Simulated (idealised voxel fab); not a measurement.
You're looking at the process module voxel plated lines.
Section cut is 230 nm wide and gridded with 5 nm square cells.
In this document a cross-section is written as a grid of square cells. It is given as a series of bands, listed from the top down, and a band is one or more rows of cells. Top height, bottom height, nm. Materials left to right, width each, nm. Single material + "everywhere" = fills band edge to edge. "air" = empty. Height datum 0, below which the as-received substrate wafer is one material. Lowest band open at the bottom, running downward: "0..down". Note: "30->40" means the width goes from the first number (top row of the band) to the second number (bottom row) in equal steps per row of cells. Any step labelled "nothing altered" changed none of the cells in the cross-section. "Closed void register" means: voids of 8 cells or more that are shut off from the top with no open way through. Written width x height at distance, distance from the left edge, in nm. What comes after the settings on a step's line is commentary from the simulator itself on that step. The setting "overlay nm" may be written on the line of a step. When the step uses a mask, the value reports how far to the right of the planned place the mask lay, and a negative value reports that it lay to the left.
-- Planned step list for the process
1 RECEIVE | material Si
2 CONFORMAL_DEP | material Al2O3 | thk nm 5
3 DIRECTIONAL_DEP | material TiN | thk nm 5
4 PATTERN | tone open | mask id LINES | material resist | width nm 20 | pitch nm 45 | thk nm 35 | overlay nm 0
5 EPI | material Ru | thk nm 10
6 EPI | material Ru | thk nm 5
7 EPI | material Ru | thk nm 5
8 STRIP | etch materials resist
9 DIRECTIONAL_ETCH | etch materials TiN | depth nm 5
10 CONFORMAL_DEP | material SiO2 | thk nm 5
-- Cross-section of the wafer at receipt, which is the condition after step 1
  0..down | Si everywhere
  Closed void register: none
-- The first of the two wafers as seen in cross-section once the module was finished; processing followed the plan
  35..30 | 30 air; 30 SiO2; 15 air; 30 SiO2; 15 air; 30 SiO2; 15 air; 30 SiO2; 35 air
  30..10 | 30 air; 5 SiO2; 20 Ru; 5 SiO2; 15 air; 5 SiO2; 20 Ru; 5 SiO2; 15 air; 5 SiO2; 20 Ru; 5 SiO2; 15 air; 5 SiO2; 20 Ru; 5 SiO2; 35 air
  10..5 | 35 SiO2; 20 TiN; 25 SiO2; 20 TiN; 25 SiO2; 20 TiN; 25 SiO2; 20 TiN; 40 SiO2
  5..0 | Al2O3 everywhere
  0..down | Si everywhere
  Closed void register: none
-- This is the second of the two wafers, cross-sectioned at the end of the module; it started exactly like the first and was given the same plan, but it was run with one mistake
  35..30 | 20 air; 30 SiO2; 15 air; 30 SiO2; 15 air; 30 SiO2; 15 air; 30 SiO2; 45 air
  30..10 | 20 air; 5 SiO2; 20 Ru; 5 SiO2; 15 air; 5 SiO2; 20 Ru; 5 SiO2; 15 air; 5 SiO2; 20 Ru; 5 SiO2; 15 air; 5 SiO2; 20 Ru; 5 SiO2; 45 air
  10..5 | 25 SiO2; 20 TiN; 25 SiO2; 20 TiN; 25 SiO2; 20 TiN; 25 SiO2; 20 TiN; 50 SiO2
  5..0 | Al2O3 everywhere
  0..down | Si everywhere
  Closed void register: none
Want to know what went wrong? step 4 off recipe, ran as PATTERN | tone open | mask id LINES | material resist | width nm 20 | pitch nm 45 | thk nm 35 | overlay nm -10
So at the finish, the second wafer's got exactly as many cells of each material as the first, just not in the same spots.
